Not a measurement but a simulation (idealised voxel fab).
The following process module bears the name voxel self aligned contacts.
Each square cell in cross-section cut measures 5 nm, and the section as a whole is 220 nm wide.
Cross-section format: a grid of square cells, given as bands from top to bottom; each band is one or more rows of cells.
What a band's entry tells you: where the top is and where the bottom is, as heights in nm, and after that what lies inside, material by material from left to right, each with its width in nm. Empty space is written as the word "blank", and a single material marked with the word "everywhere" occupies the band from edge to edge.
Height reference: 0 = level under which incoming wafer is all one material. Lowest band: no bottom, runs on downward, e.g. "0 -> down".
Width spec "30 to 40" -> top row of cells at first value, bottom row at second value, equal per-row change in between.
It should be understood that the words "all unchanged", when stated for a given step, signify that the cross-section underwent no change in any of its cells during that step.
"Encapsulated voids" contains a list of empty spaces, each no smaller than 8 cells and without an open way to the top, written in the form width x height at distance with the distance from the left edge and all three in nm.
Whatever follows a step's settings on its line is a remark the simulator itself makes about that step.
overlay nm: step with mask; distance mask lay right of planned place; negative value = left of planned place.
List of planned process steps:
- 1: RECEIVE | material Si
- 2: CONFORMAL_DEP | material SiO2 | thk nm 5
- 3: DIRECTIONAL_DEP | material polySi | thk nm 25
- 4: DIRECTIONAL_DEP | material SiN | thk nm 25
- 5: DIRECTIONAL_DEP | material aC | thk nm 15
- 6: PATTERN | tone cover | mask id GATE | material resist | width nm 25 | pitch nm 70 | thk nm 30 | overlay nm 0
- 7: DIRECTIONAL_ETCH | etch materials aC | depth nm 15
- 8: STRIP | etch materials resist
- 9: DIRECTIONAL_ETCH | etch materials SiN | depth nm 25
- 10: DIRECTIONAL_ETCH | etch materials polySi | depth nm 25
- 11: STRIP | etch materials aC
- 12: CONFORMAL_DEP | material SiN | thk nm 10
- 13: DIRECTIONAL_ETCH | etch materials SiN | depth nm 10
- 14: FILL_DEP | material SiO2 | thk nm 20
- 15: CMP | height nm 65
- 16: PATTERN | tone open | mask id CONTACT | material resist | width nm 55 | thk nm 20 | overlay nm 0
- 17: DIRECTIONAL_ETCH | etch materials SiO2 | depth nm 65
- 18: STRIP | etch materials resist
- 19: CONFORMAL_DEP | material TiN | thk nm 5
- 20: FILL_DEP | material W | thk nm 10
- 21: CMP | height nm 65
- 22: CONFORMAL_DEP | material SiN | thk nm 5
Concerning the first of two wafers, which was run in accordance with the plan:
The cross-section here shows the wafer as received, i.e. in its state after step 1:
> 0 -> down: Si everywhere
> Encapsulated voids: none
How the wafer stands in section after step 2:
> 5 -> 0: SiO2 everywhere
> Under 0: no change, same as before.
How the wafer stands in section after step 3:
> 30 -> 5: polySi everywhere
> Under 5: no change, same as before.
How the wafer stands in section after step 4:
> 55 -> 30: SiN everywhere
> Under 30: no change, same as before.
How the wafer stands in section after step 5:
> 70 -> 55: aC everywhere
> Under 55: no change, same as before.
How the wafer stands in section after step 6:
> 100 -> 70: 60 nm blank, then 25 nm resist, then 45 nm blank, then 25 nm resist, then 65 nm blank
> Under 70: no change, same as before.
How the wafer stands in section after step 7:
> 85 -> 70: 60 nm blank, then 25 nm resist, then 45 nm blank, then 25 nm resist, then 65 nm blank
> 70 -> 55: 60 nm blank, then 25 nm aC, then 45 nm blank, then 25 nm aC, then 65 nm blank
> Under 55: no change, same as before.
How the wafer stands in section after step 8:
> 70 -> 55: 60 nm blank, then 25 nm aC, then 45 nm blank, then 25 nm aC, then 65 nm blank
> Under 55: no change, same as before.
How the wafer stands in section after step 9:
> 70 -> 55: 60 nm blank, then 25 nm aC, then 45 nm blank, then 25 nm aC, then 65 nm blank
> 55 -> 30: 60 nm blank, then 25 nm SiN, then 45 nm blank, then 25 nm SiN, then 65 nm blank
> Under 30: no change, same as before.
How the wafer stands in section after step 10:
> 70 -> 55: 60 nm blank, then 25 nm aC, then 45 nm blank, then 25 nm aC, then 65 nm blank
> 55 -> 30: 60 nm blank, then 25 nm SiN, then 45 nm blank, then 25 nm SiN, then 65 nm blank
> 30 -> 5: 60 nm blank, then 25 nm polySi, then 45 nm blank, then 25 nm polySi, then 65 nm blank
> Under 5: no change, same as before.
How the wafer stands in section after step 11:
> 55 -> 30: 60 nm blank, then 25 nm SiN, then 45 nm blank, then 25 nm SiN, then 65 nm blank
> Under 30: no change, same as before.
How the wafer stands in section after step 12:
> 65 -> 30: 50 nm blank, then 45 nm SiN, then 25 nm blank, then 45 nm SiN, then 55 nm blank
> 30 -> 15: 50 nm blank, then 10 nm SiN, then 25 nm polySi, then 10 nm SiN, then 25 nm blank, then 10 nm SiN, then 25 nm polySi, then 10 nm SiN, then 55 nm blank
> 15 -> 5: 60 nm SiN, then 25 nm polySi, then 45 nm SiN, then 25 nm polySi, then 65 nm SiN
> Under 5: no change, same as before.
How the wafer stands in section after step 13:
> 55 -> 30: 50 nm blank, then 45 nm SiN, then 25 nm blank, then 45 nm SiN, then 55 nm blank
> 30 -> 5: 50 nm blank, then 10 nm SiN, then 25 nm polySi, then 10 nm SiN, then 25 nm blank, then 10 nm SiN, then 25 nm polySi, then 10 nm SiN, then 55 nm blank
> Under 5: no change, same as before.
How the wafer stands in section after step 14:
> 75 -> 55: SiO2 everywhere
> 55 -> 30: 50 nm SiO2, then 45 nm SiN, then 25 nm SiO2, then 45 nm SiN, then 55 nm SiO2
> 30 -> 5: 50 nm SiO2, then 10 nm SiN, then 25 nm polySi, then 10 nm SiN, then 25 nm SiO2, then 10 nm SiN, then 25 nm polySi, then 10 nm SiN, then 55 nm SiO2
> Under 5: no change, same as before.
How the wafer stands in section after step 15:
> 65 -> 55: SiO2 everywhere
> Under 55: no change, same as before.
How the wafer stands in section after step 16:
> 85 -> 65: 80 nm resist, then 55 nm blank, then 85 nm resist
> Under 65: no change, same as before.
How the wafer stands in section after step 17:
> 85 -> 65: 80 nm resist, then 55 nm blank, then 85 nm resist
> 65 -> 55: 80 nm SiO2, then 55 nm blank, then 85 nm SiO2
> 55 -> 30: 50 nm SiO2, then 45 nm SiN, then 25 nm blank, then 45 nm SiN, then 55 nm SiO2
> 30 -> 5: 50 nm SiO2, then 10 nm SiN, then 25 nm polySi, then 10 nm SiN, then 25 nm blank, then 10 nm SiN, then 25 nm polySi, then 10 nm SiN, then 55 nm SiO2
> 5 -> 0: 95 nm SiO2, then 25 nm blank, then 100 nm SiO2
> Under 0: no change, same as before.
How the wafer stands in section after step 18:
> 65 -> 55: 80 nm SiO2, then 55 nm blank, then 85 nm SiO2
> Under 55: no change, same as before.
How the wafer stands in section after step 19:
> 70 -> 65: 85 nm TiN, then 45 nm blank, then 90 nm TiN
> 65 -> 55: 80 nm SiO2, then 5 to 20 nm TiN, then 45 to 15 nm blank, then 5 to 20 nm TiN, then 85 nm SiO2
> 55 -> 30: 50 nm SiO2, then 45 nm SiN, then 5 nm TiN, then 15 nm blank, then 5 nm TiN, then 45 nm SiN, then 55 nm SiO2
> 30 -> 5: 50 nm SiO2, then 10 nm SiN, then 25 nm polySi, then 10 nm SiN, then 5 nm TiN, then 15 nm blank, then 5 nm TiN, then 10 nm SiN, then 25 nm polySi, then 10 nm SiN, then 55 nm SiO2
> 5 -> 0: 95 nm SiO2, then 25 nm TiN, then 100 nm SiO2
> Under 0: no change, same as before.
How the wafer stands in section after step 20:
> 80 -> 70: W everywhere
> 70 -> 65: 85 nm TiN, then 45 nm W, then 90 nm TiN
> 65 -> 55: 80 nm SiO2, then 5 to 20 nm TiN, then 45 to 15 nm W, then 5 to 20 nm TiN, then 85 nm SiO2
> 55 -> 30: 50 nm SiO2, then 45 nm SiN, then 5 nm TiN, then 15 nm W, then 5 nm TiN, then 45 nm SiN, then 55 nm SiO2
> 30 -> 5: 50 nm SiO2, then 10 nm SiN, then 25 nm polySi, then 10 nm SiN, then 5 nm TiN, then 15 nm W, then 5 nm TiN, then 10 nm SiN, then 25 nm polySi, then 10 nm SiN, then 55 nm SiO2
> Under 5: no change, same as before.
How the wafer stands in section after step 21:
> 65 -> 55: 80 nm SiO2, then 5 to 20 nm TiN, then 45 to 15 nm W, then 5 to 20 nm TiN, then 85 nm SiO2
> Under 55: no change, same as before.
How the wafer stands in section after step 22:
> 70 -> 65: SiN everywhere
> Under 65: no change, same as before.
The Second Wafer: Common Origin and Plan, One Mistake in Execution, Identical to the First Through Step 5:
Cross-section of the second wafer when, according to plan, step 6 should have finished:
> 100 -> 70: 60 nm blank, then 30 nm resist, then 40 nm blank, then 30 nm resist, then 60 nm blank
> Under 70: no change, same as before.
Cross-section of the second wafer when, according to plan, step 7 should have finished:
> 85 -> 70: 60 nm blank, then 30 nm resist, then 40 nm blank, then 30 nm resist, then 60 nm blank
> 70 -> 55: 60 nm blank, then 30 nm aC, then 40 nm blank, then 30 nm aC, then 60 nm blank
> Under 55: no change, same as before.
Cross-section of the second wafer when, according to plan, step 8 should have finished:
> 70 -> 55: 60 nm blank, then 30 nm aC, then 40 nm blank, then 30 nm aC, then 60 nm blank
> Under 55: no change, same as before.
Cross-section of the second wafer when, according to plan, step 9 should have finished:
> 70 -> 55: 60 nm blank, then 30 nm aC, then 40 nm blank, then 30 nm aC, then 60 nm blank
> 55 -> 30: 60 nm blank, then 30 nm SiN, then 40 nm blank, then 30 nm SiN, then 60 nm blank
> Under 30: no change, same as before.
Cross-section of the second wafer when, according to plan, step 10 should have finished:
> 70 -> 55: 60 nm blank, then 30 nm aC, then 40 nm blank, then 30 nm aC, then 60 nm blank
> 55 -> 30: 60 nm blank, then 30 nm SiN, then 40 nm blank, then 30 nm SiN, then 60 nm blank
> 30 -> 5: 60 nm blank, then 30 nm polySi, then 40 nm blank, then 30 nm polySi, then 60 nm blank
> Under 5: no change, same as before.
Cross-section of the second wafer when, according to plan, step 11 should have finished:
> 55 -> 30: 60 nm blank, then 30 nm SiN, then 40 nm blank, then 30 nm SiN, then 60 nm blank
> Under 30: no change, same as before.
Cross-section of the second wafer when, according to plan, step 12 should have finished:
> 65 -> 30: 50 nm blank, then 50 nm SiN, then 20 nm blank, then 50 nm SiN, then 50 nm blank
> 30 -> 15: 50 nm blank, then 10 nm SiN, then 30 nm polySi, then 10 nm SiN, then 20 nm blank, then 10 nm SiN, then 30 nm polySi, then 10 nm SiN, then 50 nm blank
> 15 -> 5: 60 nm SiN, then 30 nm polySi, then 40 nm SiN, then 30 nm polySi, then 60 nm SiN
> Under 5: no change, same as before.
Cross-section of the second wafer when, according to plan, step 13 should have finished:
> 55 -> 30: 50 nm blank, then 50 nm SiN, then 20 nm blank, then 50 nm SiN, then 50 nm blank
> 30 -> 5: 50 nm blank, then 10 nm SiN, then 30 nm polySi, then 10 nm SiN, then 20 nm blank, then 10 nm SiN, then 30 nm polySi, then 10 nm SiN, then 50 nm blank
> Under 5: no change, same as before.
Cross-section of the second wafer when, according to plan, step 14 should have finished:
> 75 -> 55: SiO2 everywhere
> 55 -> 30: 50 nm SiO2, then 50 nm SiN, then 20 nm SiO2, then 50 nm SiN, then 50 nm SiO2
> 30 -> 5: 50 nm SiO2, then 10 nm SiN, then 30 nm polySi, then 10 nm SiN, then 20 nm SiO2, then 10 nm SiN, then 30 nm polySi, then 10 nm SiN, then 50 nm SiO2
> Under 5: no change, same as before.
Cross-section of the second wafer when, according to plan, step 15 should have finished:
> 65 -> 55: SiO2 everywhere
> Under 55: no change, same as before.
Cross-section of the second wafer when, according to plan, step 16 should have finished:
> 85 -> 65: 80 nm resist, then 55 nm blank, then 85 nm resist
> Under 65: no change, same as before.
Cross-section of the second wafer when, according to plan, step 17 should have finished:
> 85 -> 65: 80 nm resist, then 55 nm blank, then 85 nm resist
> 65 -> 55: 80 nm SiO2, then 55 nm blank, then 85 nm SiO2
> 55 -> 30: 50 nm SiO2, then 50 nm SiN, then 20 nm blank, then 50 nm SiN, then 50 nm SiO2
> 30 -> 5: 50 nm SiO2, then 10 nm SiN, then 30 nm polySi, then 10 nm SiN, then 20 nm blank, then 10 nm SiN, then 30 nm polySi, then 10 nm SiN, then 50 nm SiO2
> 5 -> 0: 100 nm SiO2, then 20 nm blank, then 100 nm SiO2
> Under 0: no change, same as before.
Cross-section of the second wafer when, according to plan, step 18 should have finished:
> 65 -> 55: 80 nm SiO2, then 55 nm blank, then 85 nm SiO2
> Under 55: no change, same as before.
Cross-section of the second wafer when, according to plan, step 19 should have finished:
> 70 -> 65: 85 nm TiN, then 45 nm blank, then 90 nm TiN
> 65 -> 55: 80 nm SiO2, then 5 to 25 nm TiN, then 45 to 10 nm blank, then 5 to 20 nm TiN, then 85 nm SiO2
> 55 -> 30: 50 nm SiO2, then 50 nm SiN, then 5 nm TiN, then 10 nm blank, then 5 nm TiN, then 50 nm SiN, then 50 nm SiO2
> 30 -> 5: 50 nm SiO2, then 10 nm SiN, then 30 nm polySi, then 10 nm SiN, then 5 nm TiN, then 10 nm blank, then 5 nm TiN, then 10 nm SiN, then 30 nm polySi, then 10 nm SiN, then 50 nm SiO2
> 5 -> 0: 100 nm SiO2, then 20 nm TiN, then 100 nm SiO2
> Under 0: no change, same as before.
Cross-section of the second wafer when, according to plan, step 20 should have finished:
> 80 -> 70: W everywhere
> 70 -> 65: 85 nm TiN, then 45 nm W, then 90 nm TiN
> 65 -> 55: 80 nm SiO2, then 5 to 25 nm TiN, then 45 to 10 nm W, then 5 to 20 nm TiN, then 85 nm SiO2
> 55 -> 30: 50 nm SiO2, then 50 nm SiN, then 5 nm TiN, then 10 nm W, then 5 nm TiN, then 50 nm SiN, then 50 nm SiO2
> 30 -> 5: 50 nm SiO2, then 10 nm SiN, then 30 nm polySi, then 10 nm SiN, then 5 nm TiN, then 10 nm W, then 5 nm TiN, then 10 nm SiN, then 30 nm polySi, then 10 nm SiN, then 50 nm SiO2
> Under 5: no change, same as before.
Cross-section of the second wafer when, according to plan, step 21 should have finished:
> 65 -> 55: 80 nm SiO2, then 5 to 25 nm TiN, then 45 to 10 nm W, then 5 to 20 nm TiN, then 85 nm SiO2
> Under 55: no change, same as before.
Cross-section of the second wafer when, according to plan, step 22 should have finished:
> 70 -> 65: SiN everywhere
> Under 65: no change, same as before.
In executing the process, a mistake was made relative to the plan: step 6 did not use the planned setting and instead ran as PATTERN | tone cover | mask id GATE | material resist | width nm 30 | pitch nm 70 | thk nm 30 | overlay nm 0
In the final state, the cell counts of the second wafer exceed or fall short of those of the first for the following materials: 10 more of SiN; 9 fewer of SiO2; 11 fewer of W; 10 more of polySi
